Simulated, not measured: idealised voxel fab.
process module | voxel trench capacitor
cross-section cut | 200 nm wide | cells 5 nm
A cross-section is a grid of square cells, given in bands from the top down. A band is one or more rows of cells.
Each band's line starts with the height of the band's top and of its bottom, in nm. Then come its materials from left to right, each with its width in nm. One material with "throughout" fills the band from edge to edge. "air" is empty space.
Height 0 is the level under which the wafer as received is all one material. The lowest band goes on downwards, as in "0 down".
A width such as "30 to 40" changes by the same amount from each row of cells to the next, from the band's top row to its bottom row.
"no change" after a step means that no cell of the cross-section changed.
closed voids: empty space of 8 cells or more with no open way to the top, each as width x height at its distance from the left edge, in nm
after a step's settings: what the simulator itself notes on the step
overlay nm, on a step with a mask: how far to the right of its planned place the mask lay; to the left if negative
plan
1 op RECEIVE | material Si
2 op CONFORMAL_DEP | material SiN | thk nm 5
3 op DIRECTIONAL_DEP | material aC | thk nm 15
4 op PATTERN | tone open | mask id TRENCH | material resist | width nm 25 | pitch nm 40 | thk nm 35 | overlay nm 0
5 op DIRECTIONAL_ETCH | etch materials aC | depth nm 15
6 op STRIP | etch materials resist
7 op DIRECTIONAL_ETCH | etch materials SiN | depth nm 5
8 op DIRECTIONAL_ETCH | etch materials Si | depth nm 35
9 op STRIP | etch materials aC
10 op CONFORMAL_DEP | material Al2O3 | thk nm 5
11 op FILL_DEP | material polySi | thk nm 5
12 op CMP | height nm 5
as received, after step 1
  0 down: Si throughout
  closed voids: none
first wafer at the end, as planned
  5 to 0: SiN 45 | Al2O3 5 | polySi 15 | Al2O3 5 | SiN 15 | Al2O3 5 | polySi 15 | Al2O3 5 | SiN 15 | Al2O3 5 | polySi 15 | Al2O3 5 | SiN 50
  0 to -30: Si 45 | Al2O3 5 | polySi 15 | Al2O3 5 | Si 15 | Al2O3 5 | polySi 15 | Al2O3 5 | Si 15 | Al2O3 5 | polySi 15 | Al2O3 5 | Si 50
  -30 to -35: Si 45 | Al2O3 25 | Si 15 | Al2O3 25 | Si 15 | Al2O3 25 | Si 50
  -35 down: Si throughout
  closed voids: none
second wafer at the end: like start, like plan, one mistake
  5 to 0: SiN 45 | Al2O3 5 | polySi 15 | Al2O3 5 | SiN 15 | Al2O3 5 | polySi 15 | Al2O3 5 | SiN 15 | Al2O3 5 | polySi 15 | Al2O3 5 | SiN 50
  0 to -40: Si 45 | Al2O3 5 | polySi 15 | Al2O3 5 | Si 15 | Al2O3 5 | polySi 15 | Al2O3 5 | Si 15 | Al2O3 5 | polySi 15 | Al2O3 5 | Si 50
  -40 to -45: Si 45 | Al2O3 25 | Si 15 | Al2O3 25 | Si 15 | Al2O3 25 | Si 50
  -45 down: Si throughout
  closed voids: none
what went wrong: step 8 ran as: op DIRECTIONAL_ETCH | etch materials Si | depth nm 45
at the end the second wafer has, in cells: 12 more of Al2O3 | 30 fewer of Si | 18 more of polySi
